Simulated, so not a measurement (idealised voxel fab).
process module | voxel quadruple lines
cross-section cut | 205 nm wide | cells 5 nm
A cross-section is a grid of square cells, given in bands from the top down. A band is one or more rows of cells.
Each band's line starts with the height of the band's top and of its bottom, in nm. Then come its materials from left to right, each with its width in nm. One material with "throughout" fills the band from edge to edge. "air" is empty space.
Height 0 is the level under which the wafer as received is all one material. The lowest band goes on downwards, as in "0 down".
A width such as "30 to 40" changes by the same amount from each row of cells to the next, from the band's top row to its bottom row.
"no change" after a step means that no cell of the cross-section changed.
closed voids: empty space of 8 cells or more with no open way to the top, each as width x height at its distance from the left edge, in nm
after a step's settings: what the simulator itself notes on the step
overlay nm, on a step with a mask: how far to the right of its planned place the mask lay; to the left if negative
Each pair below shows a cross-section before one step and the cross-section after it, down to the lowest band that changed. The line under each pair gives the step between them, with its settings. The pairs can come from different runs of this module on the same starting wafer, so a pair continues from the pair above only where its "before" says so.
before
  0 down: Si throughout
  closed voids: none
after
  5 to 0: Al2O3 throughout
  below 0: unchanged
  closed voids: none
the step between: op CONFORMAL_DEP | material Al2O3 | thk nm 5
before: the cross-section after the pair above
after
  20 to 5: Ru throughout
  below 5: unchanged
  closed voids: none
the step between: op DIRECTIONAL_DEP | material Ru | thk nm 15
before: the cross-section after the pair above
after
  35 to 20: polySi throughout
  below 20: unchanged
  closed voids: none
the step between: op DIRECTIONAL_DEP | material polySi | thk nm 15
before: the cross-section after the pair above
after
  60 to 35: aC throughout
  below 35: unchanged
  closed voids: none
the step between: op DIRECTIONAL_DEP | material aC | thk nm 25
before: the cross-section after the pair above
after
  90 to 60: air 85 | resist 30 | air 90
  below 60: unchanged
  closed voids: none
the step between: op PATTERN | tone cover | mask id MANDREL | material resist | width nm 30 | thk nm 30 | overlay nm 0
before: the cross-section after the pair above
after
  65 to 60: air 85 | resist 30 | air 90
  60 to 35: air 85 | aC 30 | air 90
  below 35: unchanged
  closed voids: none
the step between: op DIRECTIONAL_ETCH | etch materials aC | depth nm 25
before: the cross-section after the pair above
after
  60 to 35: air 85 | aC 30 | air 90
  below 35: unchanged
  closed voids: none
the step between: op STRIP | etch materials resist
before: the cross-section after the pair above
after
  70 to 60: air 75 | SiO2 50 | air 80
  60 to 45: air 75 | SiO2 10 | aC 30 | SiO2 10 | air 80
  45 to 35: SiO2 85 | aC 30 | SiO2 90
  below 35: unchanged
  closed voids: none
the step between: op CONFORMAL_DEP | material SiO2 | thk nm 10
before: the cross-section after the pair above
after
  60 to 35: air 75 | SiO2 10 | aC 30 | SiO2 10 | air 80
  below 35: unchanged
  closed voids: none
the step between: op DIRECTIONAL_ETCH | etch materials SiO2 | depth nm 10
before: the cross-section after the pair above
after
  60 to 35: air 75 | SiO2 10 | air 30 | SiO2 10 | air 80
  below 35: unchanged
  closed voids: none
the step between: op STRIP | etch materials aC
before: the cross-section after the pair above
after
  60 to 35: air 75 | SiO2 10 | air 30 | SiO2 10 | air 80
  35 to 20: air 75 | polySi 10 | air 30 | polySi 10 | air 80
  below 20: unchanged
  closed voids: none
the step between: op DIRECTIONAL_ETCH | etch materials polySi | depth nm 15
before: the cross-section after the pair above
after
  35 to 20: air 75 | polySi 10 | air 30 | polySi 10 | air 80
  below 20: unchanged
  closed voids: none
the step between: op STRIP | etch materials SiO2
before: the cross-section after the pair above
after
  45 to 35: air 65 | SiCN 30 | air 10 | SiCN 30 | air 70
  35 to 30: air 65 | SiCN 10 | polySi 10 | SiCN 10 | air 10 | SiCN 10 | polySi 10 | SiCN 10 | air 70
  30 to 20: SiCN 75 | polySi 10 | SiCN 30 | polySi 10 | SiCN 80
  below 20: unchanged
  closed voids: none
the step between: op CONFORMAL_DEP | material SiCN | thk nm 10
before: the cross-section after the pair above
after
  35 to 20: air 65 | SiCN 10 | polySi 10 | SiCN 10 | air 10 | SiCN 10 | polySi 10 | SiCN 10 | air 70
  below 20: unchanged
  closed voids: none
the step between: op DIRECTIONAL_ETCH | etch materials SiCN | depth nm 10
before: the cross-section after the pair above
after
  35 to 20: air 65 | SiCN 10 | air 10 | SiCN 10 | air 10 | SiCN 10 | air 10 | SiCN 10 | air 70
  below 20: unchanged
  closed voids: none
the step between: op STRIP | etch materials polySi
before: the cross-section after the pair above
after
  35 to 20: air 65 | SiCN 10 | air 10 | SiCN 10 | air 10 | SiCN 10 | air 10 | SiCN 10 | air 70
  20 to 5: air 65 | Ru 10 | air 10 | Ru 10 | air 10 | Ru 10 | air 10 | Ru 10 | air 70
  below 5: unchanged
  closed voids: none
the step between: op DIRECTIONAL_ETCH | etch materials Ru | depth nm 15
before: the cross-section after the pair above
after
  20 to 5: air 65 | Ru 10 | air 10 | Ru 10 | air 10 | Ru 10 | air 10 | Ru 10 | air 70
  below 5: unchanged
  closed voids: none
the step between: op STRIP | etch materials SiCN
before: the cross-section after the pair above
after
  30 to 20: lowk throughout
  20 to 5: lowk 65 | Ru 10 | lowk 10 | Ru 10 | lowk 10 | Ru 10 | lowk 10 | Ru 10 | lowk 70
  below 5: unchanged
  closed voids: none
the step between: op FILL_DEP | material lowk | thk nm 10
before: the cross-section after the pair above
after
  20 to 5: lowk 65 | Ru 10 | lowk 10 | Ru 10 | lowk 10 | Ru 10 | lowk 10 | Ru 10 | lowk 70
  below 5: unchanged
  closed voids: none
the step between: op CMP | height nm 20
before
  0 down: Si throughout
  closed voids: none
after
  15 to 0: Ru throughout
  below 0: unchanged
  closed voids: none
the step between: op DIRECTIONAL_DEP | material Ru | thk nm 15
before: the cross-section after the pair above
after
  30 to 15: polySi throughout
  below 15: unchanged
  closed voids: none
the step between: op DIRECTIONAL_DEP | material polySi | thk nm 15
before: the cross-section after the pair above
after
  55 to 30: aC throughout
  below 30: unchanged
  closed voids: none
the step between: op DIRECTIONAL_DEP | material aC | thk nm 25
before: the cross-section after the pair above
after
  85 to 55: air 85 | resist 30 | air 90
  below 55: unchanged
  closed voids: none
the step between: op PATTERN | tone cover | mask id MANDREL | material resist | width nm 30 | thk nm 30 | overlay nm 0
before: the cross-section after the pair above
after
  60 to 55: air 85 | resist 30 | air 90
  55 to 30: air 85 | aC 30 | air 90
  below 30: unchanged
  closed voids: none
the step between: op DIRECTIONAL_ETCH | etch materials aC | depth nm 25
before: the cross-section after the pair above
after
  55 to 30: air 85 | aC 30 | air 90
  below 30: unchanged
  closed voids: none
the step between: op STRIP | etch materials resist
before: the cross-section after the pair above
after
  65 to 55: air 75 | SiO2 50 | air 80
  55 to 40: air 75 | SiO2 10 | aC 30 | SiO2 10 | air 80
  40 to 30: SiO2 85 | aC 30 | SiO2 90
  below 30: unchanged
  closed voids: none
the step between: op CONFORMAL_DEP | material SiO2 | thk nm 10
before: the cross-section after the pair above
after
  55 to 30: air 75 | SiO2 10 | aC 30 | SiO2 10 | air 80
  below 30: unchanged
  closed voids: none
the step between: op DIRECTIONAL_ETCH | etch materials SiO2 | depth nm 10
before: the cross-section after the pair above
after
  55 to 30: air 75 | SiO2 10 | air 30 | SiO2 10 | air 80
  below 30: unchanged
  closed voids: none
the step between: op STRIP | etch materials aC
before: the cross-section after the pair above
after
  55 to 30: air 75 | SiO2 10 | air 30 | SiO2 10 | air 80
  30 to 15: air 75 | polySi 10 | air 30 | polySi 10 | air 80
  below 15: unchanged
  closed voids: none
the step between: op DIRECTIONAL_ETCH | etch materials polySi | depth nm 15
before: the cross-section after the pair above
after
  30 to 15: air 75 | polySi 10 | air 30 | polySi 10 | air 80
  below 15: unchanged
  closed voids: none
the step between: op STRIP | etch materials SiO2
before: the cross-section after the pair above
after
  40 to 30: air 65 | SiCN 30 | air 10 | SiCN 30 | air 70
  30 to 25: air 65 | SiCN 10 | polySi 10 | SiCN 10 | air 10 | SiCN 10 | polySi 10 | SiCN 10 | air 70
  25 to 15: SiCN 75 | polySi 10 | SiCN 30 | polySi 10 | SiCN 80
  below 15: unchanged
  closed voids: none
the step between: op CONFORMAL_DEP | material SiCN | thk nm 10
before: the cross-section after the pair above
after
  30 to 15: air 65 | SiCN 10 | polySi 10 | SiCN 10 | air 10 | SiCN 10 | polySi 10 | SiCN 10 | air 70
  below 15: unchanged
  closed voids: none
the step between: op DIRECTIONAL_ETCH | etch materials SiCN | depth nm 10
before: the cross-section after the pair above
after
  30 to 15: air 65 | SiCN 10 | air 10 | SiCN 10 | air 10 | SiCN 10 | air 10 | SiCN 10 | air 70
  below 15: unchanged
  closed voids: none
the step between: op STRIP | etch materials polySi
before: the cross-section after the pair above
after
  30 to 15: air 65 | SiCN 10 | air 10 | SiCN 10 | air 10 | SiCN 10 | air 10 | SiCN 10 | air 70
  15 to 0: air 65 | Ru 10 | air 10 | Ru 10 | air 10 | Ru 10 | air 10 | Ru 10 | air 70
  below 0: unchanged
  closed voids: none
the step between: op DIRECTIONAL_ETCH | etch materials Ru | depth nm 15
before: the cross-section after the pair above
after
  15 to 0: air 65 | Ru 10 | air 10 | Ru 10 | air 10 | Ru 10 | air 10 | Ru 10 | air 70
  below 0: unchanged
  closed voids: none
the step between: op STRIP | etch materials SiCN
before: the cross-section after the pair above
after
  25 to 15: lowk throughout
  15 to 0: lowk 65 | Ru 10 | lowk 10 | Ru 10 | lowk 10 | Ru 10 | lowk 10 | Ru 10 | lowk 70
  below 0: unchanged
  closed voids: none
the step between: op FILL_DEP | material lowk | thk nm 10
before: the cross-section after the pair above
after
  20 to 15: lowk throughout
  below 15: unchanged
  closed voids: none
the step between: op CMP | height nm 20
before
  60 to 35: air 75 | SiO2 10 | aC 30 | SiO2 10 | air 80
  35 to 20: polySi throughout
  20 to 5: Ru throughout
  5 to 0: Al2O3 throughout
  0 down: Si throughout
  closed voids: none
after
  60 to 35: air 75 | SiO2 10 | aC 30 | SiO2 10 | air 80
  35 to 20: air 75 | polySi 50 | air 80
  below 20: unchanged
  closed voids: none
the step between: op DIRECTIONAL_ETCH | etch materials polySi | depth nm 15
before: the cross-section after the pair above
after
  60 to 35: air 75 | SiO2 10 | air 30 | SiO2 10 | air 80
  below 35: unchanged
  closed voids: none
the step between: op STRIP | etch materials aC
before: the cross-section after the pair above
after
  35 to 20: air 75 | polySi 50 | air 80
  below 20: unchanged
  closed voids: none
the step between: op STRIP | etch materials SiO2
before: the cross-section after the pair above
after
  45 to 35: air 65 | SiCN 70 | air 70
  35 to 30: air 65 | SiCN 10 | polySi 50 | SiCN 10 | air 70
  30 to 20: SiCN 75 | polySi 50 | SiCN 80
  below 20: unchanged
  closed voids: none
the step between: op CONFORMAL_DEP | material SiCN | thk nm 10
before: the cross-section after the pair above
after
  35 to 20: air 65 | SiCN 10 | polySi 50 | SiCN 10 | air 70
  below 20: unchanged
  closed voids: none
the step between: op DIRECTIONAL_ETCH | etch materials SiCN | depth nm 10
before: the cross-section after the pair above
after
  35 to 20: air 65 | SiCN 10 | air 50 | SiCN 10 | air 70
  below 20: unchanged
  closed voids: none
the step between: op STRIP | etch materials polySi
before: the cross-section after the pair above
after
  35 to 20: air 65 | SiCN 10 | air 50 | SiCN 10 | air 70
  20 to 5: air 65 | Ru 10 | air 50 | Ru 10 | air 70
  below 5: unchanged
  closed voids: none
the step between: op DIRECTIONAL_ETCH | etch materials Ru | depth nm 15
before: the cross-section after the pair above
after
  20 to 5: air 65 | Ru 10 | air 50 | Ru 10 | air 70
  below 5: unchanged
  closed voids: none
the step between: op STRIP | etch materials SiCN
before: the cross-section after the pair above
after
  30 to 20: lowk throughout
  20 to 5: lowk 65 | Ru 10 | lowk 50 | Ru 10 | lowk 70
  below 5: unchanged
  closed voids: none
the step between: op FILL_DEP | material lowk | thk nm 10
before: the cross-section after the pair above
after
  20 to 5: lowk 65 | Ru 10 | lowk 50 | Ru 10 | lowk 70
  below 5: unchanged
  closed voids: none
the step between: op CMP | height nm 20
before
  5 to 0: Al2O3 throughout
  0 down: Si throughout
  closed voids: none
after
  15 to 5: Ru throughout
  below 5: unchanged
  closed voids: none
the step between: op DIRECTIONAL_DEP | material Ru | thk nm 10
before: the cross-section after the pair above
after
  30 to 15: polySi throughout
  below 15: unchanged
  closed voids: none
the step between: op DIRECTIONAL_DEP | material polySi | thk nm 15
before: the cross-section after the pair above
after
  55 to 30: aC throughout
  below 30: unchanged
  closed voids: none
the step between: op DIRECTIONAL_DEP | material aC | thk nm 25
before: the cross-section after the pair above
after
  85 to 55: air 85 | resist 30 | air 90
  below 55: unchanged
  closed voids: none
the step between: op PATTERN | tone cover | mask id MANDREL | material resist | width nm 30 | thk nm 30 | overlay nm 0
before: the cross-section after the pair above
after
  60 to 55: air 85 | resist 30 | air 90
  55 to 30: air 85 | aC 30 | air 90
  below 30: unchanged
  closed voids: none
the step between: op DIRECTIONAL_ETCH | etch materials aC | depth nm 25
before: the cross-section after the pair above
after
  55 to 30: air 85 | aC 30 | air 90
  below 30: unchanged
  closed voids: none
the step between: op STRIP | etch materials resist
before: the cross-section after the pair above
after
  65 to 55: air 75 | SiO2 50 | air 80
  55 to 40: air 75 | SiO2 10 | aC 30 | SiO2 10 | air 80
  40 to 30: SiO2 85 | aC 30 | SiO2 90
  below 30: unchanged
  closed voids: none
the step between: op CONFORMAL_DEP | material SiO2 | thk nm 10
before: the cross-section after the pair above
after
  55 to 30: air 75 | SiO2 10 | aC 30 | SiO2 10 | air 80
  below 30: unchanged
  closed voids: none
the step between: op DIRECTIONAL_ETCH | etch materials SiO2 | depth nm 10
before: the cross-section after the pair above
after
  55 to 30: air 75 | SiO2 10 | air 30 | SiO2 10 | air 80
  below 30: unchanged
  closed voids: none
the step between: op STRIP | etch materials aC
before: the cross-section after the pair above
after
  55 to 30: air 75 | SiO2 10 | air 30 | SiO2 10 | air 80
  30 to 15: air 75 | polySi 10 | air 30 | polySi 10 | air 80
  below 15: unchanged
  closed voids: none
the step between: op DIRECTIONAL_ETCH | etch materials polySi | depth nm 15
before: the cross-section after the pair above
after
  30 to 15: air 75 | polySi 10 | air 30 | polySi 10 | air 80
  below 15: unchanged
  closed voids: none
the step between: op STRIP | etch materials SiO2
before: the cross-section after the pair above
after
  40 to 30: air 65 | SiCN 30 | air 10 | SiCN 30 | air 70
  30 to 25: air 65 | SiCN 10 | polySi 10 | SiCN 10 | air 10 | SiCN 10 | polySi 10 | SiCN 10 | air 70
  25 to 15: SiCN 75 | polySi 10 | SiCN 30 | polySi 10 | SiCN 80
  below 15: unchanged
  closed voids: none
the step between: op CONFORMAL_DEP | material SiCN | thk nm 10
before: the cross-section after the pair above
after
  30 to 15: air 65 | SiCN 10 | polySi 10 | SiCN 10 | air 10 | SiCN 10 | polySi 10 | SiCN 10 | air 70
  below 15: unchanged
  closed voids: none
the step between: op DIRECTIONAL_ETCH | etch materials SiCN | depth nm 10
before: the cross-section after the pair above
after
  30 to 15: air 65 | SiCN 10 | air 10 | SiCN 10 | air 10 | SiCN 10 | air 10 | SiCN 10 | air 70
  below 15: unchanged
  closed voids: none
the step between: op STRIP | etch materials polySi
before: the cross-section after the pair above
after
  30 to 15: air 65 | SiCN 10 | air 10 | SiCN 10 | air 10 | SiCN 10 | air 10 | SiCN 10 | air 70
  15 to 5: air 65 | Ru 10 | air 10 | Ru 10 | air 10 | Ru 10 | air 10 | Ru 10 | air 70
  below 5: unchanged
  closed voids: none
the step between: op DIRECTIONAL_ETCH | etch materials Ru | depth nm 15
before: the cross-section after the pair above
after
  15 to 5: air 65 | Ru 10 | air 10 | Ru 10 | air 10 | Ru 10 | air 10 | Ru 10 | air 70
  below 5: unchanged
  closed voids: none
the step between: op STRIP | etch materials SiCN
before: the cross-section after the pair above
after
  25 to 15: lowk throughout
  15 to 5: lowk 65 | Ru 10 | lowk 10 | Ru 10 | lowk 10 | Ru 10 | lowk 10 | Ru 10 | lowk 70
  below 5: unchanged
  closed voids: none
the step between: op FILL_DEP | material lowk | thk nm 10
before: the cross-section after the pair above
after
  20 to 15: lowk throughout
  below 15: unchanged
  closed voids: none
the step between: op CMP | height nm 20
before
  60 to 35: aC throughout
  35 to 20: polySi throughout
  20 to 5: Ru throughout
  5 to 0: Al2O3 throughout
  0 down: Si throughout
  closed voids: none
after
  90 to 60: air 85 | resist 35 | air 85
  below 60: unchanged
  closed voids: none
the step between: op PATTERN | tone cover | mask id MANDREL | material resist | width nm 35 | thk nm 30 | overlay nm 0
before: the cross-section after the pair above
after
  65 to 60: air 85 | resist 35 | air 85
  60 to 35: air 85 | aC 35 | air 85
  below 35: unchanged
  closed voids: none
the step between: op DIRECTIONAL_ETCH | etch materials aC | depth nm 25
before: the cross-section after the pair above
after
  60 to 35: air 85 | aC 35 | air 85
  below 35: unchanged
  closed voids: none
the step between: op STRIP | etch materials resist
before: the cross-section after the pair above
after
  70 to 60: air 75 | SiO2 55 | air 75
  60 to 45: air 75 | SiO2 10 | aC 35 | SiO2 10 | air 75
  45 to 35: SiO2 85 | aC 35 | SiO2 85
  below 35: unchanged
  closed voids: none
the step between: op CONFORMAL_DEP | material SiO2 | thk nm 10
before: the cross-section after the pair above
after
  60 to 35: air 75 | SiO2 10 | aC 35 | SiO2 10 | air 75
  below 35: unchanged
  closed voids: none
the step between: op DIRECTIONAL_ETCH | etch materials SiO2 | depth nm 10
before: the cross-section after the pair above
after
  60 to 35: air 75 | SiO2 10 | air 35 | SiO2 10 | air 75
  below 35: unchanged
  closed voids: none
the step between: op STRIP | etch materials aC
before: the cross-section after the pair above
after
  60 to 35: air 75 | SiO2 10 | air 35 | SiO2 10 | air 75
  35 to 20: air 75 | polySi 10 | air 35 | polySi 10 | air 75
  below 20: unchanged
  closed voids: none
the step between: op DIRECTIONAL_ETCH | etch materials polySi | depth nm 15
before: the cross-section after the pair above
after
  35 to 20: air 75 | polySi 10 | air 35 | polySi 10 | air 75
  below 20: unchanged
  closed voids: none
the step between: op STRIP | etch materials SiO2
before: the cross-section after the pair above
after
  45 to 35: air 65 | SiCN 30 | air 15 | SiCN 30 | air 65
  35 to 30: air 65 | SiCN 10 | polySi 10 | SiCN 10 | air 15 | SiCN 10 | polySi 10 | SiCN 10 | air 65
  30 to 20: SiCN 75 | polySi 10 | SiCN 35 | polySi 10 | SiCN 75
  below 20: unchanged
  closed voids: none
the step between: op CONFORMAL_DEP | material SiCN | thk nm 10
before: the cross-section after the pair above
after
  35 to 20: air 65 | SiCN 10 | polySi 10 | SiCN 10 | air 15 | SiCN 10 | polySi 10 | SiCN 10 | air 65
  below 20: unchanged
  closed voids: none
the step between: op DIRECTIONAL_ETCH | etch materials SiCN | depth nm 10
before: the cross-section after the pair above
after
  35 to 20: air 65 | SiCN 10 | air 10 | SiCN 10 | air 15 | SiCN 10 | air 10 | SiCN 10 | air 65
  below 20: unchanged
  closed voids: none
the step between: op STRIP | etch materials polySi
before: the cross-section after the pair above
after
  35 to 20: air 65 | SiCN 10 | air 10 | SiCN 10 | air 15 | SiCN 10 | air 10 | SiCN 10 | air 65
  20 to 5: air 65 | Ru 10 | air 10 | Ru 10 | air 15 | Ru 10 | air 10 | Ru 10 | air 65
  below 5: unchanged
  closed voids: none
the step between: op DIRECTIONAL_ETCH | etch materials Ru | depth nm 15
before: the cross-section after the pair above
after
  20 to 5: air 65 | Ru 10 | air 10 | Ru 10 | air 15 | Ru 10 | air 10 | Ru 10 | air 65
  below 5: unchanged
  closed voids: none
the step between: op STRIP | etch materials SiCN
before: the cross-section after the pair above
after
  30 to 20: lowk throughout
  20 to 5: lowk 65 | Ru 10 | lowk 10 | Ru 10 | lowk 15 | Ru 10 | lowk 10 | Ru 10 | lowk 65
  below 5: unchanged
  closed voids: none
the step between: op FILL_DEP | material lowk | thk nm 10
before: the cross-section after the pair above
after
  20 to 5: lowk 65 | Ru 10 | lowk 10 | Ru 10 | lowk 15 | Ru 10 | lowk 10 | Ru 10 | lowk 65
  below 5: unchanged
  closed voids: none
the step between: op CMP | height nm 20
before
  60 to 35: aC throughout
  35 to 20: polySi throughout
  20 to 5: Ru throughout
  5 to 0: Al2O3 throughout
  0 down: Si throughout
  closed voids: none
after
  90 to 60: air 75 | resist 30 | air 100
  below 60: unchanged
  closed voids: none
the step between: op PATTERN | tone cover | mask id MANDREL | material resist | width nm 30 | thk nm 30 | overlay nm -10
before: the cross-section after the pair above
after
  65 to 60: air 75 | resist 30 | air 100
  60 to 35: air 75 | aC 30 | air 100
  below 35: unchanged
  closed voids: none
the step between: op DIRECTIONAL_ETCH | etch materials aC | depth nm 25
before: the cross-section after the pair above
after
  60 to 35: air 75 | aC 30 | air 100
  below 35: unchanged
  closed voids: none
the step between: op STRIP | etch materials resist
before: the cross-section after the pair above
after
  70 to 60: air 65 | SiO2 50 | air 90
  60 to 45: air 65 | SiO2 10 | aC 30 | SiO2 10 | air 90
  45 to 35: SiO2 75 | aC 30 | SiO2 100
  below 35: unchanged
  closed voids: none
the step between: op CONFORMAL_DEP | material SiO2 | thk nm 10
before: the cross-section after the pair above
after
  60 to 35: air 65 | SiO2 10 | aC 30 | SiO2 10 | air 90
  below 35: unchanged
  closed voids: none
the step between: op DIRECTIONAL_ETCH | etch materials SiO2 | depth nm 10
before: the cross-section after the pair above
after
  60 to 35: air 65 | SiO2 10 | air 30 | SiO2 10 | air 90
  below 35: unchanged
  closed voids: none
the step between: op STRIP | etch materials aC
before: the cross-section after the pair above
after
  60 to 35: air 65 | SiO2 10 | air 30 | SiO2 10 | air 90
  35 to 20: air 65 | polySi 10 | air 30 | polySi 10 | air 90
  below 20: unchanged
  closed voids: none
the step between: op DIRECTIONAL_ETCH | etch materials polySi | depth nm 15
before: the cross-section after the pair above
after
  35 to 20: air 65 | polySi 10 | air 30 | polySi 10 | air 90
  below 20: unchanged
  closed voids: none
the step between: op STRIP | etch materials SiO2
before: the cross-section after the pair above
after
  45 to 35: air 55 | SiCN 30 | air 10 | SiCN 30 | air 80
  35 to 30: air 55 | SiCN 10 | polySi 10 | SiCN 10 | air 10 | SiCN 10 | polySi 10 | SiCN 10 | air 80
  30 to 20: SiCN 65 | polySi 10 | SiCN 30 | polySi 10 | SiCN 90
  below 20: unchanged
  closed voids: none
the step between: op CONFORMAL_DEP | material SiCN | thk nm 10
before: the cross-section after the pair above
after
  35 to 20: air 55 | SiCN 10 | polySi 10 | SiCN 10 | air 10 | SiCN 10 | polySi 10 | SiCN 10 | air 80
  below 20: unchanged
  closed voids: none
the step between: op DIRECTIONAL_ETCH | etch materials SiCN | depth nm 10
before: the cross-section after the pair above
after
  35 to 20: air 55 | SiCN 10 | air 10 | SiCN 10 | air 10 | SiCN 10 | air 10 | SiCN 10 | air 80
  below 20: unchanged
  closed voids: none
the step between: op STRIP | etch materials polySi
before: the cross-section after the pair above
after
  35 to 20: air 55 | SiCN 10 | air 10 | SiCN 10 | air 10 | SiCN 10 | air 10 | SiCN 10 | air 80
  20 to 5: air 55 | Ru 10 | air 10 | Ru 10 | air 10 | Ru 10 | air 10 | Ru 10 | air 80
  below 5: unchanged
  closed voids: none
the step between: op DIRECTIONAL_ETCH | etch materials Ru | depth nm 15
before: the cross-section after the pair above
after
  20 to 5: air 55 | Ru 10 | air 10 | Ru 10 | air 10 | Ru 10 | air 10 | Ru 10 | air 80
  below 5: unchanged
  closed voids: none
the step between: op STRIP | etch materials SiCN
before: the cross-section after the pair above
after
  30 to 20: lowk throughout
  20 to 5: lowk 55 | Ru 10 | lowk 10 | Ru 10 | lowk 10 | Ru 10 | lowk 10 | Ru 10 | lowk 80
  below 5: unchanged
  closed voids: none
the step between: op FILL_DEP | material lowk | thk nm 10
before: the cross-section after the pair above
after
  20 to 5: lowk 55 | Ru 10 | lowk 10 | Ru 10 | lowk 10 | Ru 10 | lowk 10 | Ru 10 | lowk 80
  below 5: unchanged
  closed voids: none
the step between: op CMP | height nm 20
before
  5 to 0: Al2O3 throughout
  0 down: Si throughout
  closed voids: none
after
  20 to 5: aC throughout
  below 5: unchanged
  closed voids: none
the step between: op DIRECTIONAL_DEP | material aC | thk nm 15
before: the cross-section after the pair above
after
  35 to 20: polySi throughout
  below 20: unchanged
  closed voids: none
the step between: op DIRECTIONAL_DEP | material polySi | thk nm 15
before: the cross-section after the pair above
after
  60 to 35: aC throughout
  below 35: unchanged
  closed voids: none
the step between: op DIRECTIONAL_DEP | material aC | thk nm 25
before: the cross-section after the pair above
after
  90 to 60: air 85 | resist 30 | air 90
  below 60: unchanged
  closed voids: none
the step between: op PATTERN | tone cover | mask id MANDREL | material resist | width nm 30 | thk nm 30 | overlay nm 0
before: the cross-section after the pair above
after
  65 to 60: air 85 | resist 30 | air 90
  60 to 35: air 85 | aC 30 | air 90
  below 35: unchanged
  closed voids: none
the step between: op DIRECTIONAL_ETCH | etch materials aC | depth nm 25
before: the cross-section after the pair above
after
  60 to 35: air 85 | aC 30 | air 90
  below 35: unchanged
  closed voids: none
the step between: op STRIP | etch materials resist
before: the cross-section after the pair above
after
  70 to 60: air 75 | SiO2 50 | air 80
  60 to 45: air 75 | SiO2 10 | aC 30 | SiO2 10 | air 80
  45 to 35: SiO2 85 | aC 30 | SiO2 90
  below 35: unchanged
  closed voids: none
the step between: op CONFORMAL_DEP | material SiO2 | thk nm 10
before: the cross-section after the pair above
after
  60 to 35: air 75 | SiO2 10 | aC 30 | SiO2 10 | air 80
  below 35: unchanged
  closed voids: none
the step between: op DIRECTIONAL_ETCH | etch materials SiO2 | depth nm 10
before: the cross-section after the pair above
after
  60 to 35: air 75 | SiO2 10 | air 30 | SiO2 10 | air 80
  below 35: unchanged
  closed voids: none
the step between: op STRIP | etch materials aC
before: the cross-section after the pair above
after
  60 to 35: air 75 | SiO2 10 | air 30 | SiO2 10 | air 80
  35 to 20: air 75 | polySi 10 | air 30 | polySi 10 | air 80
  below 20: unchanged
  closed voids: none
the step between: op DIRECTIONAL_ETCH | etch materials polySi | depth nm 15
before: the cross-section after the pair above
after
  35 to 20: air 75 | polySi 10 | air 30 | polySi 10 | air 80
  below 20: unchanged
  closed voids: none
the step between: op STRIP | etch materials SiO2
before: the cross-section after the pair above
after
  45 to 35: air 65 | SiCN 30 | air 10 | SiCN 30 | air 70
  35 to 30: air 65 | SiCN 10 | polySi 10 | SiCN 10 | air 10 | SiCN 10 | polySi 10 | SiCN 10 | air 70
  30 to 20: SiCN 75 | polySi 10 | SiCN 30 | polySi 10 | SiCN 80
  below 20: unchanged
  closed voids: none
the step between: op CONFORMAL_DEP | material SiCN | thk nm 10
before: the cross-section after the pair above
after
  35 to 20: air 65 | SiCN 10 | polySi 10 | SiCN 10 | air 10 | SiCN 10 | polySi 10 | SiCN 10 | air 70
  below 20: unchanged
  closed voids: none
the step between: op DIRECTIONAL_ETCH | etch materials SiCN | depth nm 10
before: the cross-section after the pair above
after
  35 to 20: air 65 | SiCN 10 | air 10 | SiCN 10 | air 10 | SiCN 10 | air 10 | SiCN 10 | air 70
  below 20: unchanged
  closed voids: none
the step between: op STRIP | etch materials polySi
before: the cross-section after the pair above
after
  20 to 5: aC throughout
  below 5: unchanged
  closed voids: none
the step between: op STRIP | etch materials SiCN
before: the cross-section after the pair above
after
  30 to 20: lowk throughout
  below 20: unchanged
  closed voids: none
the step between: op FILL_DEP | material lowk | thk nm 10
before: the cross-section after the pair above
after
  20 to 5: aC throughout
  below 5: unchanged
  closed voids: none
the step between: op CMP | height nm 20
before
  60 to 35: aC throughout
  35 to 20: polySi throughout
  20 to 5: Ru throughout
  5 to 0: Al2O3 throughout
  0 down: Si throughout
  closed voids: none
after
  90 to 60: resist 85 | air 30 | resist 90
  below 60: unchanged
  closed voids: none
the step between: op PATTERN | tone open | mask id MANDREL | material resist | width nm 30 | thk nm 30 | overlay nm 0
before: the cross-section after the pair above
after
  65 to 60: resist 85 | air 30 | resist 90
  60 to 35: aC 85 | air 30 | aC 90
  below 35: unchanged
  closed voids: none
the step between: op DIRECTIONAL_ETCH | etch materials aC | depth nm 25
before: the cross-section after the pair above
after
  60 to 35: aC 85 | air 30 | aC 90
  below 35: unchanged
  closed voids: none
the step between: op STRIP | etch materials resist
before: the cross-section after the pair above
after
  70 to 60: SiO2 95 | air 10 | SiO2 100
  60 to 45: aC 85 | SiO2 10 | air 10 | SiO2 10 | aC 90
  45 to 35: aC 85 | SiO2 30 | aC 90
  below 35: unchanged
  closed voids: none
the step between: op CONFORMAL_DEP | material SiO2 | thk nm 10
before: the cross-section after the pair above
after
  60 to 35: aC 85 | SiO2 10 | air 10 | SiO2 10 | aC 90
  below 35: unchanged
  closed voids: none
the step between: op DIRECTIONAL_ETCH | etch materials SiO2 | depth nm 10
before: the cross-section after the pair above
after
  60 to 35: air 85 | SiO2 10 | air 10 | SiO2 10 | air 90
  below 35: unchanged
  closed voids: none
the step between: op STRIP | etch materials aC
before: the cross-section after the pair above
after
  60 to 35: air 85 | SiO2 10 | air 10 | SiO2 10 | air 90
  35 to 20: air 85 | polySi 10 | air 10 | polySi 10 | air 90
  below 20: unchanged
  closed voids: none
the step between: op DIRECTIONAL_ETCH | etch materials polySi | depth nm 15
before: the cross-section after the pair above
after
  35 to 20: air 85 | polySi 10 | air 10 | polySi 10 | air 90
  below 20: unchanged
  closed voids: none
the step between: op STRIP | etch materials SiO2
before: the cross-section after the pair above
after
  45 to 35: air 75 | SiCN 50 | air 80
  35 to 30: air 75 | SiCN 10 | polySi 10 | SiCN 10 | polySi 10 | SiCN 10 | air 80
  30 to 20: SiCN 85 | polySi 10 | SiCN 10 | polySi 10 | SiCN 90
  below 20: unchanged
  closed voids: none
the step between: op CONFORMAL_DEP | material SiCN | thk nm 10
before: the cross-section after the pair above
after
  35 to 20: air 75 | SiCN 10 | polySi 10 | SiCN 10 | polySi 10 | SiCN 10 | air 80
  below 20: unchanged
  closed voids: none
the step between: op DIRECTIONAL_ETCH | etch materials SiCN | depth nm 10
before: the cross-section after the pair above
after
  35 to 20: air 75 | SiCN 10 | air 10 | SiCN 10 | air 10 | SiCN 10 | air 80
  below 20: unchanged
  closed voids: none
the step between: op STRIP | etch materials polySi
before: the cross-section after the pair above
after
  35 to 20: air 75 | SiCN 10 | air 10 | SiCN 10 | air 10 | SiCN 10 | air 80
  20 to 5: air 75 | Ru 10 | air 10 | Ru 10 | air 10 | Ru 10 | air 80
  below 5: unchanged
  closed voids: none
the step between: op DIRECTIONAL_ETCH | etch materials Ru | depth nm 15
before: the cross-section after the pair above
after
  20 to 5: air 75 | Ru 10 | air 10 | Ru 10 | air 10 | Ru 10 | air 80
  below 5: unchanged
  closed voids: none
the step between: op STRIP | etch materials SiCN
